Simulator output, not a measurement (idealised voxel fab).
This is a process module. Its name is voxel gate over fins.
In the cross-section labelled cut, the width is 295 nm and each square cell is 5 nm.
A cross-section is written here as square cells arranged in a grid, and it is given in bands from the top down, each band taking up one or more rows of cells. First you get the band's top height and its bottom height, in nm, and then the materials it's made of, left to right, with each width in nm. If you see a single material with "edge to edge", that one covers the band edge to edge. "air" is empty space. Height 0 is the level under which the wafer as received is all one material. The lowest band goes on downwards, as in "0 and below". The width entry "30->40" should be interpreted row by row: the top row of cells in the band takes the first number, the bottom row takes the second number, and the change between adjacent rows is uniform throughout. When a step is marked "nothing got changed", none of the cells in the cross-section changed during that step. Entry "Sealed internal cavities". Content: empty spaces with no open connection to the top, size 8 cells or greater. Each: width x height at distance. Distance: from left edge. Unit: nm. Formally, on a step line, whatever follows the settings is a remark that the simulator itself makes on the step. The line of a step may include "overlay nm". On a step with a mask, this value is how far to the right of its planned place the mask lay. A negative value means the mask lay to the left.

[Here's what the planned process steps look like]
1,RECEIVE,material Si
2,CONFORMAL_DEP,material SiN,thk nm 10
3,MASKED_ETCH,tone cover,mask id FINS,width nm 15,pitch nm 40,etch materials SiN,depth nm 10,overlay nm 0
4,MASKED_ETCH,tone cover,mask id FINS,width nm 15,pitch nm 40,etch materials Si,depth nm 35,overlay nm 0
5,FILL_DEP,material SiO2,thk nm 15
6,CMP,height nm 10
7,SELECTIVE_ETCH,etch materials SiO2,depth nm 25
8,STRIP,etch materials SiN
9,CONFORMAL_DEP,material HfO2,thk nm 5
10,CONFORMAL_DEP,material TiN,thk nm 5
11,CONFORMAL_DEP,material TiAl,thk nm 5
12,CONFORMAL_DEP,material TiN,thk nm 5
13,FILL_DEP,material W,thk nm 10
14,CMP,height nm 15
15,CONFORMAL_DEP,material SiCN,thk nm 5
What sets these wafers apart? The height nm at step 14. They all start alike, and the plan carries the first wafer's value.

[As-received state after step 1, first of several wafers, cross-section]
> 0 and below: Si edge to edge
> Sealed internal cavities: none

[The table below has one row for each wafer; a row shows, as of the end of the module, how many cells of each material the wafer has gained, marked (+), or lost, marked (-), since it was received, and then the wafer's closed voids]
height nm 15, +77 HfO2, -350 Si, +59 SiCN, +200 SiO2, +71 TiAl, +115 TiN, +64 W, Sealed internal cavities: none
height nm 20, +77 HfO2, -350 Si, +59 SiCN, +200 SiO2, +71 TiAl, +142 TiN, +96 W, Sealed internal cavities: none
height nm 25, +77 HfO2, -350 Si, +59 SiCN, +200 SiO2, +71 TiAl, +142 TiN, +155 W, Sealed internal cavities: none
height nm 30, +77 HfO2, -350 Si, +59 SiCN, +200 SiO2, +71 TiAl, +142 TiN, +214 W, Sealed internal cavities: none
